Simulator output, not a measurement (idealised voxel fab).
Herein follows the process module entitled voxel self aligned vias.
In the cross-section labelled cut, the width is 280 nm and each square cell is 5 nm.
This document writes a cross-section as a grid whose cells are square, and gives it as bands, listed from the top down; one or more rows of cells form a band.
This entry defines a band. It first specifies the height of the band's top and the height of its bottom in nm, and then specifies the band's materials from left to right, stating each material with its width in nm. The word "all across" identifies a single material that fills the band from edge to edge, while the word "air" identifies empty space.
It should be noted that heights are counted from 0, beneath which the wafer as supplied is of one material throughout, and that the lowest band possesses no lower boundary but continues downward, as written in "0 nm and below".
Note: "30..40" means the width goes from the first number (top row of the band) to the second number (bottom row) in equal steps per row of cells.
You'll sometimes find "all unchanged" written for a step, and that's the way of saying that nowhere in the cross-section did a cell change during that step.
"Closed internal voids" specifies each empty space that is not open to the top and that occupies no fewer than 8 cells, using the form width x height at distance, the distance measured from the left edge and all three quantities in nm.
Post-settings text on a step line: simulator's own remark regarding the step.
If you see "overlay nm" on a step's line and that step has a mask, it's telling you how far right of where it was planned the mask ended up; a negative number means it went left instead.
[This section lists the process steps that were planned]
1) RECEIVE, material Si
2) CONFORMAL_DEP, material SiO2, thk nm 10
3) CONFORMAL_DEP, material SiCN, thk nm 5
4) DIRECTIONAL_DEP, material lowk, thk nm 25
5) DIRECTIONAL_DEP, material aC, thk nm 15
6) PATTERN, tone open, mask id LINES, material resist, width nm 30, pitch nm 75, thk nm 30, overlay nm 0
7) DIRECTIONAL_ETCH, etch materials aC, depth nm 15
8) STRIP, etch materials resist
9) DIRECTIONAL_ETCH, etch materials lowk, depth nm 25
10) STRIP, etch materials aC
11) CONFORMAL_DEP, material TiN, thk nm 5
12) FILL_DEP, material W, thk nm 5
13) CMP, height nm 40
14) SELECTIVE_ETCH, etch materials W Ru TiN, depth nm 5
15) FILL_DEP, material SiN, thk nm 10
16) CMP, height nm 40
17) DIRECTIONAL_DEP, material lowk, thk nm 15
18) DIRECTIONAL_DEP, material aC, thk nm 15
19) PATTERN, tone open, mask id VIAS, material resist, width nm 50, thk nm 30, overlay nm 0
20) DIRECTIONAL_ETCH, etch materials aC, depth nm 15
21) STRIP, etch materials resist
22) DIRECTIONAL_ETCH, etch materials lowk, depth nm 15
23) DIRECTIONAL_ETCH, etch materials SiN, depth nm 5
24) STRIP, etch materials aC
25) CONFORMAL_DEP, material TiN, thk nm 5
26) FILL_DEP, material Ru, thk nm 5
27) CMP, height nm 55
28) CONFORMAL_DEP, material SiCN, thk nm 5
[Cross-section of the wafer upon arrival, representing the state reached after step 1]
> 0 nm and below = Si all across
> Closed internal voids: none
[Here's the cross-section of the first of our two wafers at the end of the module - it ran as planned]
> 60 nm to 55 nm = SiCN all across
> 55 nm to 45 nm = lowk: 75, then TiN: 5, then Ru: 40, then TiN: 5, then lowk: 155
> 45 nm to 40 nm = lowk: 75, then TiN: 15, then Ru: 20, then TiN: 15, then lowk: 155
> 40 nm to 35 nm = lowk: 85, then TiN: 30, then lowk: 45, then SiN: 30, then lowk: 90
> 35 nm to 20 nm = lowk: 85, then TiN: 5, then W: 20, then TiN: 5, then lowk: 45, then TiN: 5, then W: 20, then TiN: 5, then lowk: 90
> 20 nm to 15 nm = lowk: 85, then TiN: 30, then lowk: 45, then TiN: 30, then lowk: 90
> 15 nm to 10 nm = SiCN all across
> 10 nm to 0 nm = SiO2 all across
> 0 nm and below = Si all across
> Closed internal voids: none
[Wafer two cross-section, module end. Start and plan unchanged from wafer one; one mistake made during the run]
> 60 nm to 55 nm = SiCN all across
> 55 nm to 45 nm = lowk: 75, then TiN: 5, then Ru: 40, then TiN: 5, then lowk: 155
> 45 nm to 40 nm = lowk: 75, then TiN: 50, then lowk: 155
> 40 nm to 35 nm = SiCN all across
> 35 nm to 10 nm = lowk all across
> 10 nm to 0 nm = SiO2 all across
> 0 nm and below = Si all across
> Closed internal voids: none
What went wrong in running the wafer? a sequencing error occurred in which plan steps 3 and 4 were transposed
Looking at both finished wafers in cells, the second ends up ahead of or behind the first on some materials: -4 Ru, -6 SiN, -26 TiN, -24 W, +60 lowk
